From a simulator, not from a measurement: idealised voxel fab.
Name of the process module below: voxel self aligned contacts
It is cross-section cut that appears here, measuring 250 nm in width, its square cells being 5 nm in size.
Bands, listed from the top down, are how a cross-section gets written in this document; the cross-section itself is a grid of square cells, and a band is one or more rows of them.
For a band, the entry starts with two heights in nm, that of the top and then that of the bottom, and carries on with the band's materials in order from left to right, each alongside its width in nm; the word "full width" beside a single material means it fills the band edge to edge, and "empty" means empty space.
Below 0: as-received wafer, all one material; heights counted from there. Lowest band: no bottom, goes on down, written "0 nm and below".
With a width like "30..40", each row of cells in the band differs from the next by the same amount, the top row carrying the first number and the bottom row the second.
The cross-section has no changed cell in any step marked "nothing changed".
The list in "Entrapped voids" covers empty spaces of 8 cells or more that cannot reach the top through any open way, and it gives each as width x height at distance; the distance is from the left edge, and width, height and distance are in nm.
If you see something after the settings on a step's line, that's the simulator's own remark about that step.
When a step includes a mask, the "overlay nm" setting on its line states how far to the right of its planned place that mask lay, and negative values state how far to the left.
Read the rest as pairs. Take the cross-section before one process step, then the cross-section after it, which shows only down to the lowest band that changed. Under the pair, find the step between them and its settings. Bear in mind that pairs may come from different runs of this module on the same starting wafer: link a pair to the pair above it only where its entry headed "Before processing" says to.
### Before processing
	0 nm and below  Si full width
	Entrapped voids: none
### State After Step
	5 nm to 0 nm  SiO2 full width
	For the remainder of the cross-section, below 0, there is no change.
	Entrapped voids: none
Going from the before section above to the after section, the step was op CONFORMAL_DEP | material SiO2 | thk nm 5
Before processing: carried over from the after image of the pair right above.
### State After Step
	25 nm to 5 nm  polySi full width
	For the remainder of the cross-section, below 5, there is no change.
	Entrapped voids: none
Going from the before section above to the after section, the step was op DIRECTIONAL_DEP | material polySi | thk nm 20
Before processing: carried over from the after image of the pair right above.
### State After Step
	45 nm to 25 nm  SiN full width
	For the remainder of the cross-section, below 25, there is no change.
	Entrapped voids: none
Going from the before section above to the after section, the step was op DIRECTIONAL_DEP | material SiN | thk nm 20
Before processing: carried over from the after image of the pair right above.
### State After Step
	60 nm to 45 nm  aC full width
	For the remainder of the cross-section, below 45, there is no change.
	Entrapped voids: none
Going from the before section above to the after section, the step was op DIRECTIONAL_DEP | material aC | thk nm 15
Before processing: carried over from the after image of the pair right above.
### State After Step
	95 nm to 60 nm  70 nm empty  35 nm resist  35 nm empty  35 nm resist  75 nm empty
	For the remainder of the cross-section, below 60, there is no change.
	Entrapped voids: none
Going from the before section above to the after section, the step was op PATTERN | tone cover | mask id GATE | material resist | width nm 35 | pitch nm 70 | thk nm 35 | overlay nm 0
Before processing: carried over from the after image of the pair right above.
### State After Step
	80 nm to 60 nm  70 nm empty  35 nm resist  35 nm empty  35 nm resist  75 nm empty
	60 nm to 45 nm  70 nm empty  35 nm aC  35 nm empty  35 nm aC  75 nm empty
	For the remainder of the cross-section, below 45, there is no change.
	Entrapped voids: none
Going from the before section above to the after section, the step was op DIRECTIONAL_ETCH | etch materials aC | depth nm 15
Before processing: carried over from the after image of the pair right above.
### State After Step
	60 nm to 45 nm  70 nm empty  35 nm aC  35 nm empty  35 nm aC  75 nm empty
	For the remainder of the cross-section, below 45, there is no change.
	Entrapped voids: none
Going from the before section above to the after section, the step was op STRIP | etch materials resist
Before processing: carried over from the after image of the pair right above.
### State After Step
	60 nm to 45 nm  70 nm empty  35 nm aC  35 nm empty  35 nm aC  75 nm empty
	45 nm to 25 nm  70 nm empty  35 nm SiN  35 nm empty  35 nm SiN  75 nm empty
	For the remainder of the cross-section, below 25, there is no change.
	Entrapped voids: none
Going from the before section above to the after section, the step was op DIRECTIONAL_ETCH | etch materials SiN | depth nm 20
Before processing: carried over from the after image of the pair right above.
### State After Step
	60 nm to 45 nm  70 nm empty  35 nm aC  35 nm empty  35 nm aC  75 nm empty
	45 nm to 25 nm  70 nm empty  35 nm SiN  35 nm empty  35 nm SiN  75 nm empty
	25 nm to 5 nm  70 nm empty  35 nm polySi  35 nm empty  35 nm polySi  75 nm empty
	For the remainder of the cross-section, below 5, there is no change.
	Entrapped voids: none
Going from the before section above to the after section, the step was op DIRECTIONAL_ETCH | etch materials polySi | depth nm 20
Before processing: carried over from the after image of the pair right above.
### State After Step
	45 nm to 25 nm  70 nm empty  35 nm SiN  35 nm empty  35 nm SiN  75 nm empty
	For the remainder of the cross-section, below 25, there is no change.
	Entrapped voids: none
Going from the before section above to the after section, the step was op STRIP | etch materials aC
Before processing: carried over from the after image of the pair right above.
### State After Step
	50 nm to 25 nm  65 nm empty  45 nm SiN  25 nm empty  45 nm SiN  70 nm empty
	25 nm to 10 nm  65 nm empty  5 nm SiN  35 nm polySi  5 nm SiN  25 nm empty  5 nm SiN  35 nm polySi  5 nm SiN  70 nm empty
	10 nm to 5 nm  70 nm SiN  35 nm polySi  35 nm SiN  35 nm polySi  75 nm SiN
	For the remainder of the cross-section, below 5, there is no change.
	Entrapped voids: none
Going from the before section above to the after section, the step was op CONFORMAL_DEP | material SiN | thk nm 5
Before processing: carried over from the after image of the pair right above.
### State After Step
	45 nm to 25 nm  65 nm empty  45 nm SiN  25 nm empty  45 nm SiN  70 nm empty
	25 nm to 5 nm  65 nm empty  5 nm SiN  35 nm polySi  5 nm SiN  25 nm empty  5 nm SiN  35 nm polySi  5 nm SiN  70 nm empty
	For the remainder of the cross-section, below 5, there is no change.
	Entrapped voids: none
Going from the before section above to the after section, the step was op DIRECTIONAL_ETCH | etch materials SiN | depth nm 5
Before processing: carried over from the after image of the pair right above.
### State After Step
	55 nm to 45 nm  SiO2 full width
	45 nm to 25 nm  65 nm SiO2  45 nm SiN  25 nm SiO2  45 nm SiN  70 nm SiO2
	25 nm to 5 nm  65 nm SiO2  5 nm SiN  35 nm polySi  5 nm SiN  25 nm SiO2  5 nm SiN  35 nm polySi  5 nm SiN  70 nm SiO2
	For the remainder of the cross-section, below 5, there is no change.
	Entrapped voids: none
Going from the before section above to the after section, the step was op FILL_DEP | material SiO2 | thk nm 10
Before processing: carried over from the after image of the pair right above.
### State After Step
	50 nm to 45 nm  SiO2 full width
	For the remainder of the cross-section, below 45, there is no change.
	Entrapped voids: none
Going from the before section above to the after section, the step was op CMP | height nm 50
Before processing: carried over from the after image of the pair right above.
### State After Step
	65 nm to 50 nm  aC full width
	For the remainder of the cross-section, below 50, there is no change.
	Entrapped voids: none
Going from the before section above to the after section, the step was op DIRECTIONAL_DEP | material aC | thk nm 15
Before processing: carried over from the after image of the pair right above.
### State After Step
	95 nm to 65 nm  95 nm resist  55 nm empty  100 nm resist
	For the remainder of the cross-section, below 65, there is no change.
	Entrapped voids: none
Going from the before section above to the after section, the step was op PATTERN | tone open | mask id CONTACT | material resist | width nm 55 | thk nm 30 | overlay nm 0
Before processing: carried over from the after image of the pair right above.
### State After Step
	80 nm to 65 nm  95 nm resist  55 nm empty  100 nm resist
	65 nm to 50 nm  95 nm aC  55 nm empty  100 nm aC
	For the remainder of the cross-section, below 50, there is no change.
	Entrapped voids: none
Going from the before section above to the after section, the step was op DIRECTIONAL_ETCH | etch materials aC | depth nm 15
Before processing: carried over from the after image of the pair right above.
### State After Step
	65 nm to 50 nm  95 nm aC  55 nm empty  100 nm aC
	For the remainder of the cross-section, below 50, there is no change.
	Entrapped voids: none
Going from the before section above to the after section, the step was op STRIP | etch materials resist
Before processing: carried over from the after image of the pair right above.
### State After Step
	65 nm to 50 nm  95 nm aC  55 nm empty  100 nm aC
	50 nm to 45 nm  95 nm SiO2  55 nm empty  100 nm SiO2
	45 nm to 25 nm  65 nm SiO2  45 nm SiN  25 nm empty  45 nm SiN  70 nm SiO2
	25 nm to 5 nm  65 nm SiO2  5 nm SiN  35 nm polySi  5 nm SiN  25 nm empty  5 nm SiN  35 nm polySi  5 nm SiN  70 nm SiO2
	5 nm to 0 nm  110 nm SiO2  25 nm empty  115 nm SiO2
	For the remainder of the cross-section, below 0, there is no change.
	Entrapped voids: none
Going from the before section above to the after section, the step was op DIRECTIONAL_ETCH | etch materials SiO2 | depth nm 50
Before processing: carried over from the after image of the pair right above.
### State After Step
	50 nm to 45 nm  95 nm SiO2  55 nm empty  100 nm SiO2
	For the remainder of the cross-section, below 45, there is no change.
	Entrapped voids: none
Going from the before section above to the after section, the step was op STRIP | etch materials aC
Before processing: carried over from the after image of the pair right above.
### State After Step
	55 nm to 50 nm  100 nm TiN  45 nm empty  105 nm TiN
	50 nm to 45 nm  95 nm SiO2  20 nm TiN  15 nm empty  20 nm TiN  100 nm SiO2
	45 nm to 25 nm  65 nm SiO2  45 nm SiN  5 nm TiN  15 nm empty  5 nm TiN  45 nm SiN  70 nm SiO2
	25 nm to 5 nm  65 nm SiO2  5 nm SiN  35 nm polySi  5 nm SiN  5 nm TiN  15 nm empty  5 nm TiN  5 nm SiN  35 nm polySi  5 nm SiN  70 nm SiO2
	5 nm to 0 nm  110 nm SiO2  25 nm TiN  115 nm SiO2
	For the remainder of the cross-section, below 0, there is no change.
	Entrapped voids: none
Going from the before section above to the after section, the step was op CONFORMAL_DEP | material TiN | thk nm 5
Before processing: carried over from the after image of the pair right above.
### State After Step
	65 nm to 55 nm  W full width
	55 nm to 50 nm  100 nm TiN  45 nm W  105 nm TiN
	50 nm to 45 nm  95 nm SiO2  20 nm TiN  15 nm W  20 nm TiN  100 nm SiO2
	45 nm to 25 nm  65 nm SiO2  45 nm SiN  5 nm TiN  15 nm W  5 nm TiN  45 nm SiN  70 nm SiO2
	25 nm to 5 nm  65 nm SiO2  5 nm SiN  35 nm polySi  5 nm SiN  5 nm TiN  15 nm W  5 nm TiN  5 nm SiN  35 nm polySi  5 nm SiN  70 nm SiO2
	For the remainder of the cross-section, below 5, there is no change.
	Entrapped voids: none
Going from the before section above to the after section, the step was op FILL_DEP | material W | thk nm 10
Before processing: carried over from the after image of the pair right above.
### State After Step
	50 nm to 45 nm  95 nm SiO2  20 nm TiN  15 nm W  20 nm TiN  100 nm SiO2
	For the remainder of the cross-section, below 45, there is no change.
	Entrapped voids: none
Going from the before section above to the after section, the step was op CMP | height nm 50
Before processing: carried over from the after image of the pair right above.
### State After Step
	55 nm to 50 nm  SiCN full width
	For the remainder of the cross-section, below 50, there is no change.
	Entrapped voids: none
Going from the before section above to the after section, the step was op CONFORMAL_DEP | material SiCN | thk nm 5
### Before processing
	0 nm and below  Si full width
	Entrapped voids: none
### State After Step
	20 nm to 0 nm  polySi full width
	For the remainder of the cross-section, below 0, there is no change.
	Entrapped voids: none
Going from the before section above to the after section, the step was op DIRECTIONAL_DEP | material polySi | thk nm 20
Before processing: carried over from the after image of the pair right above.
### State After Step
	40 nm to 20 nm  SiN full width
	For the remainder of the cross-section, below 20, there is no change.
	Entrapped voids: none
Going from the before section above to the after section, the step was op DIRECTIONAL_DEP | material SiN | thk nm 20
Before processing: carried over from the after image of the pair right above.
### State After Step
	55 nm to 40 nm  aC full width
	For the remainder of the cross-section, below 40, there is no change.
	Entrapped voids: none
Going from the before section above to the after section, the step was op DIRECTIONAL_DEP | material aC | thk nm 15
Before processing: carried over from the after image of the pair right above.
### State After Step
	90 nm to 55 nm  70 nm empty  35 nm resist  35 nm empty  35 nm resist  75 nm empty
	For the remainder of the cross-section, below 55, there is no change.
	Entrapped voids: none
Going from the before section above to the after section, the step was op PATTERN | tone cover | mask id GATE | material resist | width nm 35 | pitch nm 70 | thk nm 35 | overlay nm 0
Before processing: carried over from the after image of the pair right above.
### State After Step
	75 nm to 55 nm  70 nm empty  35 nm resist  35 nm empty  35 nm resist  75 nm empty
	55 nm to 40 nm  70 nm empty  35 nm aC  35 nm empty  35 nm aC  75 nm empty
	For the remainder of the cross-section, below 40, there is no change.
	Entrapped voids: none
Going from the before section above to the after section, the step was op DIRECTIONAL_ETCH | etch materials aC | depth nm 15
Before processing: carried over from the after image of the pair right above.
### State After Step
	55 nm to 40 nm  70 nm empty  35 nm aC  35 nm empty  35 nm aC  75 nm empty
	For the remainder of the cross-section, below 40, there is no change.
	Entrapped voids: none
Going from the before section above to the after section, the step was op STRIP | etch materials resist
Before processing: carried over from the after image of the pair right above.
### State After Step
	55 nm to 40 nm  70 nm empty  35 nm aC  35 nm empty  35 nm aC  75 nm empty
	40 nm to 20 nm  70 nm empty  35 nm SiN  35 nm empty  35 nm SiN  75 nm empty
	For the remainder of the cross-section, below 20, there is no change.
	Entrapped voids: none
Going from the before section above to the after section, the step was op DIRECTIONAL_ETCH | etch materials SiN | depth nm 20
Before processing: carried over from the after image of the pair right above.
### State After Step
	55 nm to 40 nm  70 nm empty  35 nm aC  35 nm empty  35 nm aC  75 nm empty
	40 nm to 20 nm  70 nm empty  35 nm SiN  35 nm empty  35 nm SiN  75 nm empty
	20 nm to 0 nm  70 nm empty  35 nm polySi  35 nm empty  35 nm polySi  75 nm empty
	For the remainder of the cross-section, below 0, there is no change.
	Entrapped voids: none
Going from the before section above to the after section, the step was op DIRECTIONAL_ETCH | etch materials polySi | depth nm 20
Before processing: carried over from the after image of the pair right above.
### State After Step
	40 nm to 20 nm  70 nm empty  35 nm SiN  35 nm empty  35 nm SiN  75 nm empty
	For the remainder of the cross-section, below 20, there is no change.
	Entrapped voids: none
Going from the before section above to the after section, the step was op STRIP | etch materials aC
Before processing: carried over from the after image of the pair right above.
### State After Step
	45 nm to 20 nm  65 nm empty  45 nm SiN  25 nm empty  45 nm SiN  70 nm empty
	20 nm to 5 nm  65 nm empty  5 nm SiN  35 nm polySi  5 nm SiN  25 nm empty  5 nm SiN  35 nm polySi  5 nm SiN  70 nm empty
	5 nm to 0 nm  70 nm SiN  35 nm polySi  35 nm SiN  35 nm polySi  75 nm SiN
	For the remainder of the cross-section, below 0, there is no change.
	Entrapped voids: none
Going from the before section above to the after section, the step was op CONFORMAL_DEP | material SiN | thk nm 5
Before processing: carried over from the after image of the pair right above.
### State After Step
	40 nm to 20 nm  65 nm empty  45 nm SiN  25 nm empty  45 nm SiN  70 nm empty
	20 nm to 0 nm  65 nm empty  5 nm SiN  35 nm polySi  5 nm SiN  25 nm empty  5 nm SiN  35 nm polySi  5 nm SiN  70 nm empty
	For the remainder of the cross-section, below 0, there is no change.
	Entrapped voids: none
Going from the before section above to the after section, the step was op DIRECTIONAL_ETCH | etch materials SiN | depth nm 5
Before processing: carried over from the after image of the pair right above.
### State After Step
	50 nm to 40 nm  SiO2 full width
	40 nm to 20 nm  65 nm SiO2  45 nm SiN  25 nm SiO2  45 nm SiN  70 nm SiO2
	20 nm to 0 nm  65 nm SiO2  5 nm SiN  35 nm polySi  5 nm SiN  25 nm SiO2  5 nm SiN  35 nm polySi  5 nm SiN  70 nm SiO2
	For the remainder of the cross-section, below 0, there is no change.
	Entrapped voids: none
Going from the before section above to the after section, the step was op FILL_DEP | material SiO2 | thk nm 10
Before processing: carried over from the after image of the pair right above.
### State After Step
	65 nm to 50 nm  aC full width
	For the remainder of the cross-section, below 50, there is no change.
	Entrapped voids: none
Going from the before section above to the after section, the step was op DIRECTIONAL_DEP | material aC | thk nm 15
Before processing: carried over from the after image of the pair right above.
### State After Step
	95 nm to 65 nm  95 nm resist  55 nm empty  100 nm resist
	For the remainder of the cross-section, below 65, there is no change.
	Entrapped voids: none
Going from the before section above to the after section, the step was op PATTERN | tone open | mask id CONTACT | material resist | width nm 55 | thk nm 30 | overlay nm 0
Before processing: carried over from the after image of the pair right above.
### State After Step
	80 nm to 65 nm  95 nm resist  55 nm empty  100 nm resist
	65 nm to 50 nm  95 nm aC  55 nm empty  100 nm aC
	For the remainder of the cross-section, below 50, there is no change.
	Entrapped voids: none
Going from the before section above to the after section, the step was op DIRECTIONAL_ETCH | etch materials aC | depth nm 15
Before processing: carried over from the after image of the pair right above.
### State After Step
	65 nm to 50 nm  95 nm aC  55 nm empty  100 nm aC
	For the remainder of the cross-section, below 50, there is no change.
	Entrapped voids: none
Going from the before section above to the after section, the step was op STRIP | etch materials resist
Before processing: carried over from the after image of the pair right above.
### State After Step
	65 nm to 50 nm  95 nm aC  55 nm empty  100 nm aC
	50 nm to 40 nm  95 nm SiO2  55 nm empty  100 nm SiO2
	40 nm to 20 nm  65 nm SiO2  45 nm SiN  25 nm empty  45 nm SiN  70 nm SiO2
	20 nm to 0 nm  65 nm SiO2  5 nm SiN  35 nm polySi  5 nm SiN  25 nm empty  5 nm SiN  35 nm polySi  5 nm SiN  70 nm SiO2
	For the remainder of the cross-section, below 0, there is no change.
	Entrapped voids: none
Going from the before section above to the after section, the step was op DIRECTIONAL_ETCH | etch materials SiO2 | depth nm 50
Before processing: carried over from the after image of the pair right above.
### State After Step
	50 nm to 40 nm  95 nm SiO2  55 nm empty  100 nm SiO2
	For the remainder of the cross-section, below 40, there is no change.
	Entrapped voids: none
Going from the before section above to the after section, the step was op STRIP | etch materials aC
Before processing: carried over from the after image of the pair right above.
### State After Step
	55 nm to 50 nm  100 nm TiN  45 nm empty  105 nm TiN
	50 nm to 40 nm  95 nm SiO2  5..20 nm TiN  45..15 nm empty  5..20 nm TiN  100 nm SiO2
	40 nm to 20 nm  65 nm SiO2  45 nm SiN  5 nm TiN  15 nm empty  5 nm TiN  45 nm SiN  70 nm SiO2
	20 nm to 5 nm  65 nm SiO2  5 nm SiN  35 nm polySi  5 nm SiN  5 nm TiN  15 nm empty  5 nm TiN  5 nm SiN  35 nm polySi  5 nm SiN  70 nm SiO2
	5 nm to 0 nm  65 nm SiO2  5 nm SiN  35 nm polySi  5 nm SiN  25 nm TiN  5 nm SiN  35 nm polySi  5 nm SiN  70 nm SiO2
	For the remainder of the cross-section, below 0, there is no change.
	Entrapped voids: none
Going from the before section above to the after section, the step was op CONFORMAL_DEP | material TiN | thk nm 5
Before processing: carried over from the after image of the pair right above.
### State After Step
	65 nm to 55 nm  W full width
	55 nm to 50 nm  100 nm TiN  45 nm W  105 nm TiN
	50 nm to 40 nm  95 nm SiO2  5..20 nm TiN  45..15 nm W  5..20 nm TiN  100 nm SiO2
	40 nm to 20 nm  65 nm SiO2  45 nm SiN  5 nm TiN  15 nm W  5 nm TiN  45 nm SiN  70 nm SiO2
	20 nm to 5 nm  65 nm SiO2  5 nm SiN  35 nm polySi  5 nm SiN  5 nm TiN  15 nm W  5 nm TiN  5 nm SiN  35 nm polySi  5 nm SiN  70 nm SiO2
	For the remainder of the cross-section, below 5, there is no change.
	Entrapped voids: none
Going from the before section above to the after section, the step was op FILL_DEP | material W | thk nm 10
Before processing: carried over from the after image of the pair right above.
### State After Step
	50 nm to 40 nm  95 nm SiO2  5..20 nm TiN  45..15 nm W  5..20 nm TiN  100 nm SiO2
	For the remainder of the cross-section, below 40, there is no change.
	Entrapped voids: none
Going from the before section above to the after section, the step was op CMP | height nm 50
Before processing: carried over from the after image of the pair right above.
### State After Step
	55 nm to 50 nm  SiCN full width
	For the remainder of the cross-section, below 50, there is no change.
	Entrapped voids: none
Going from the before section above to the after section, the step was op CONFORMAL_DEP | material SiCN | thk nm 5
### Before processing
	25 nm to 5 nm  polySi full width
	5 nm to 0 nm  SiO2 full width
	0 nm and below  Si full width
	Entrapped voids: none
### State After Step
	45 nm to 5 nm  polySi full width
	For the remainder of the cross-section, below 5, there is no change.
	Entrapped voids: none
Going from the before section above to the after section, the step was op DIRECTIONAL_DEP | material polySi | thk nm 20
Before processing: carried over from the after image of the pair right above.
### State After Step
	65 nm to 45 nm  SiN full width
	For the remainder of the cross-section, below 45, there is no change.
	Entrapped voids: none
Going from the before section above to the after section, the step was op DIRECTIONAL_DEP | material SiN | thk nm 20
Before processing: carried over from the after image of the pair right above.
### State After Step
	80 nm to 65 nm  aC full width
	For the remainder of the cross-section, below 65, there is no change.
	Entrapped voids: none
Going from the before section above to the after section, the step was op DIRECTIONAL_DEP | material aC | thk nm 15
Before processing: carried over from the after image of the pair right above.
### State After Step
	115 nm to 80 nm  70 nm empty  35 nm resist  35 nm empty  35 nm resist  75 nm empty
	For the remainder of the cross-section, below 80, there is no change.
	Entrapped voids: none
Going from the before section above to the after section, the step was op PATTERN | tone cover | mask id GATE | material resist | width nm 35 | pitch nm 70 | thk nm 35 | overlay nm 0
Before processing: carried over from the after image of the pair right above.
### State After Step
	100 nm to 80 nm  70 nm empty  35 nm resist  35 nm empty  35 nm resist  75 nm empty
	80 nm to 65 nm  70 nm empty  35 nm aC  35 nm empty  35 nm aC  75 nm empty
	For the remainder of the cross-section, below 65, there is no change.
	Entrapped voids: none
Going from the before section above to the after section, the step was op DIRECTIONAL_ETCH | etch materials aC | depth nm 15
Before processing: carried over from the after image of the pair right above.
### State After Step
	80 nm to 65 nm  70 nm empty  35 nm aC  35 nm empty  35 nm aC  75 nm empty
	For the remainder of the cross-section, below 65, there is no change.
	Entrapped voids: none
Going from the before section above to the after section, the step was op STRIP | etch materials resist
Before processing: carried over from the after image of the pair right above.
### State After Step
	80 nm to 65 nm  70 nm empty  35 nm aC  35 nm empty  35 nm aC  75 nm empty
	65 nm to 45 nm  70 nm empty  35 nm SiN  35 nm empty  35 nm SiN  75 nm empty
	For the remainder of the cross-section, below 45, there is no change.
	Entrapped voids: none
Going from the before section above to the after section, the step was op DIRECTIONAL_ETCH | etch materials SiN | depth nm 20
Before processing: carried over from the after image of the pair right above.
### State After Step
	80 nm to 65 nm  70 nm empty  35 nm aC  35 nm empty  35 nm aC  75 nm empty
	65 nm to 45 nm  70 nm empty  35 nm SiN  35 nm empty  35 nm SiN  75 nm empty
	45 nm to 25 nm  70 nm empty  35 nm polySi  35 nm empty  35 nm polySi  75 nm empty
	For the remainder of the cross-section, below 25, there is no change.
	Entrapped voids: none
Going from the before section above to the after section, the step was op DIRECTIONAL_ETCH | etch materials polySi | depth nm 20
Before processing: carried over from the after image of the pair right above.
### State After Step
	65 nm to 45 nm  70 nm empty  35 nm SiN  35 nm empty  35 nm SiN  75 nm empty
	For the remainder of the cross-section, below 45, there is no change.
	Entrapped voids: none
Going from the before section above to the after section, the step was op STRIP | etch materials aC
Before processing: carried over from the after image of the pair right above.
### State After Step
	70 nm to 45 nm  65 nm empty  45 nm SiN  25 nm empty  45 nm SiN  70 nm empty
	45 nm to 30 nm  65 nm empty  5 nm SiN  35 nm polySi  5 nm SiN  25 nm empty  5 nm SiN  35 nm polySi  5 nm SiN  70 nm empty
	30 nm to 25 nm  70 nm SiN  35 nm polySi  35 nm SiN  35 nm polySi  75 nm SiN
	For the remainder of the cross-section, below 25, there is no change.
	Entrapped voids: none
Going from the before section above to the after section, the step was op CONFORMAL_DEP | material SiN | thk nm 5
Before processing: carried over from the after image of the pair right above.
### State After Step
	65 nm to 45 nm  65 nm empty  45 nm SiN  25 nm empty  45 nm SiN  70 nm empty
	45 nm to 25 nm  65 nm empty  5 nm SiN  35 nm polySi  5 nm SiN  25 nm empty  5 nm SiN  35 nm polySi  5 nm SiN  70 nm empty
	For the remainder of the cross-section, below 25, there is no change.
	Entrapped voids: none
Going from the before section above to the after section, the step was op DIRECTIONAL_ETCH | etch materials SiN | depth nm 5
Before processing: carried over from the after image of the pair right above.
### State After Step
	75 nm to 65 nm  SiO2 full width
	65 nm to 45 nm  65 nm SiO2  45 nm SiN  25 nm SiO2  45 nm SiN  70 nm SiO2
	45 nm to 25 nm  65 nm SiO2  5 nm SiN  35 nm polySi  5 nm SiN  25 nm SiO2  5 nm SiN  35 nm polySi  5 nm SiN  70 nm SiO2
	For the remainder of the cross-section, below 25, there is no change.
	Entrapped voids: none
Going from the before section above to the after section, the step was op FILL_DEP | material SiO2 | thk nm 10
Before processing: carried over from the after image of the pair right above.
### State After Step
	50 nm to 45 nm  65 nm SiO2  45 nm SiN  25 nm SiO2  45 nm SiN  70 nm SiO2
	For the remainder of the cross-section, below 45, there is no change.
	Entrapped voids: none
Going from the before section above to the after section, the step was op CMP | height nm 50
Before processing: carried over from the after image of the pair right above.
### State After Step
	65 nm to 50 nm  aC full width
	For the remainder of the cross-section, below 50, there is no change.
	Entrapped voids: none
Going from the before section above to the after section, the step was op DIRECTIONAL_DEP | material aC | thk nm 15
Before processing: carried over from the after image of the pair right above.
### State After Step
	95 nm to 65 nm  95 nm resist  55 nm empty  100 nm resist
	For the remainder of the cross-section, below 65, there is no change.
	Entrapped voids: none
Going from the before section above to the after section, the step was op PATTERN | tone open | mask id CONTACT | material resist | width nm 55 | thk nm 30 | overlay nm 0
Before processing: carried over from the after image of the pair right above.
### State After Step
	80 nm to 65 nm  95 nm resist  55 nm empty  100 nm resist
	65 nm to 50 nm  95 nm aC  55 nm empty  100 nm aC
	For the remainder of the cross-section, below 50, there is no change.
	Entrapped voids: none
Going from the before section above to the after section, the step was op DIRECTIONAL_ETCH | etch materials aC | depth nm 15
Before processing: carried over from the after image of the pair right above.
### State After Step
	65 nm to 50 nm  95 nm aC  55 nm empty  100 nm aC
	For the remainder of the cross-section, below 50, there is no change.
	Entrapped voids: none
Going from the before section above to the after section, the step was op STRIP | etch materials resist
Before processing: carried over from the after image of the pair right above.
### State After Step
	65 nm to 50 nm  95 nm aC  55 nm empty  100 nm aC
	50 nm to 45 nm  65 nm SiO2  45 nm SiN  25 nm empty  45 nm SiN  70 nm SiO2
	45 nm to 25 nm  65 nm SiO2  5 nm SiN  35 nm polySi  5 nm SiN  25 nm empty  5 nm SiN  35 nm polySi  5 nm SiN  70 nm SiO2
	For the remainder of the cross-section, below 25, there is no change.
	Entrapped voids: none
Going from the before section above to the after section, the step was op DIRECTIONAL_ETCH | etch materials SiO2 | depth nm 50
Before processing: carried over from the after image of the pair right above.
### State After Step
	50 nm to 45 nm  65 nm SiO2  45 nm SiN  25 nm empty  45 nm SiN  70 nm SiO2
	For the remainder of the cross-section, below 45, there is no change.
	Entrapped voids: none
Going from the before section above to the after section, the step was op STRIP | etch materials aC
Before processing: carried over from the after image of the pair right above.
### State After Step
	55 nm to 50 nm  115 nm TiN  15 nm empty  120 nm TiN
	50 nm to 45 nm  65 nm SiO2  45 nm SiN  5 nm TiN  15 nm empty  5 nm TiN  45 nm SiN  70 nm SiO2
	45 nm to 30 nm  65 nm SiO2  5 nm SiN  35 nm polySi  5 nm SiN  5 nm TiN  15 nm empty  5 nm TiN  5 nm SiN  35 nm polySi  5 nm SiN  70 nm SiO2
	30 nm to 25 nm  65 nm SiO2  5 nm SiN  35 nm polySi  5 nm SiN  25 nm TiN  5 nm SiN  35 nm polySi  5 nm SiN  70 nm SiO2
	For the remainder of the cross-section, below 25, there is no change.
	Entrapped voids: none
Going from the before section above to the after section, the step was op CONFORMAL_DEP | material TiN | thk nm 5
Before processing: carried over from the after image of the pair right above.
### State After Step
	65 nm to 55 nm  W full width
	55 nm to 50 nm  115 nm TiN  15 nm W  120 nm TiN
	50 nm to 45 nm  65 nm SiO2  45 nm SiN  5 nm TiN  15 nm W  5 nm TiN  45 nm SiN  70 nm SiO2
	45 nm to 30 nm  65 nm SiO2  5 nm SiN  35 nm polySi  5 nm SiN  5 nm TiN  15 nm W  5 nm TiN  5 nm SiN  35 nm polySi  5 nm SiN  70 nm SiO2
	For the remainder of the cross-section, below 30, there is no change.
	Entrapped voids: none
Going from the before section above to the after section, the step was op FILL_DEP | material W | thk nm 10
Before processing: carried over from the after image of the pair right above.
### State After Step
	50 nm to 45 nm  65 nm SiO2  45 nm SiN  5 nm TiN  15 nm W  5 nm TiN  45 nm SiN  70 nm SiO2
	For the remainder of the cross-section, below 45, there is no change.
	Entrapped voids: none
Going from the before section above to the after section, the step was op CMP | height nm 50
Before processing: carried over from the after image of the pair right above.
### State After Step
	55 nm to 50 nm  SiCN full width
	For the remainder of the cross-section, below 50, there is no change.
	Entrapped voids: none
Going from the before section above to the after section, the step was op CONFORMAL_DEP | material SiCN | thk nm 5
### Before processing
	20 nm to 0 nm  polySi full width
	0 nm and below  Si full width
	Entrapped voids: none
### State After Step
	25 nm to 20 nm  SiO2 full width
	For the remainder of the cross-section, below 20, there is no change.
	Entrapped voids: none
Going from the before section above to the after section, the step was op CONFORMAL_DEP | material SiO2 | thk nm 5
Before processing: carried over from the after image of the pair right above.
### State After Step
	45 nm to 25 nm  SiN full width
	For the remainder of the cross-section, below 25, there is no change.
	Entrapped voids: none
Going from the before section above to the after section, the step was op DIRECTIONAL_DEP | material SiN | thk nm 20
Before processing: carried over from the after image of the pair right above.
### State After Step
	60 nm to 45 nm  aC full width
	For the remainder of the cross-section, below 45, there is no change.
	Entrapped voids: none
Going from the before section above to the after section, the step was op DIRECTIONAL_DEP | material aC | thk nm 15
Before processing: carried over from the after image of the pair right above.
### State After Step
	95 nm to 60 nm  70 nm empty  35 nm resist  35 nm empty  35 nm resist  75 nm empty
	For the remainder of the cross-section, below 60, there is no change.
	Entrapped voids: none
Going from the before section above to the after section, the step was op PATTERN | tone cover | mask id GATE | material resist | width nm 35 | pitch nm 70 | thk nm 35 | overlay nm 0
Before processing: carried over from the after image of the pair right above.
### State After Step
	80 nm to 60 nm  70 nm empty  35 nm resist  35 nm empty  35 nm resist  75 nm empty
	60 nm to 45 nm  70 nm empty  35 nm aC  35 nm empty  35 nm aC  75 nm empty
	For the remainder of the cross-section, below 45, there is no change.
	Entrapped voids: none
Going from the before section above to the after section, the step was op DIRECTIONAL_ETCH | etch materials aC | depth nm 15
Before processing: carried over from the after image of the pair right above.
### State After Step
	60 nm to 45 nm  70 nm empty  35 nm aC  35 nm empty  35 nm aC  75 nm empty
	For the remainder of the cross-section, below 45, there is no change.
	Entrapped voids: none
Going from the before section above to the after section, the step was op STRIP | etch materials resist
Before processing: carried over from the after image of the pair right above.
### State After Step
	60 nm to 45 nm  70 nm empty  35 nm aC  35 nm empty  35 nm aC  75 nm empty
	45 nm to 25 nm  70 nm empty  35 nm SiN  35 nm empty  35 nm SiN  75 nm empty
	For the remainder of the cross-section, below 25, there is no change.
	Entrapped voids: none
Going from the before section above to the after section, the step was op DIRECTIONAL_ETCH | etch materials SiN | depth nm 20
Before processing: carried over from the after image of the pair right above.
### State After Step
	45 nm to 25 nm  70 nm empty  35 nm SiN  35 nm empty  35 nm SiN  75 nm empty
	For the remainder of the cross-section, below 25, there is no change.
	Entrapped voids: none
Going from the before section above to the after section, the step was op STRIP | etch materials aC
Before processing: carried over from the after image of the pair right above.
### State After Step
	50 nm to 30 nm  65 nm empty  45 nm SiN  25 nm empty  45 nm SiN  70 nm empty
	30 nm to 25 nm  SiN full width
	For the remainder of the cross-section, below 25, there is no change.
	Entrapped voids: none
Going from the before section above to the after section, the step was op CONFORMAL_DEP | material SiN | thk nm 5
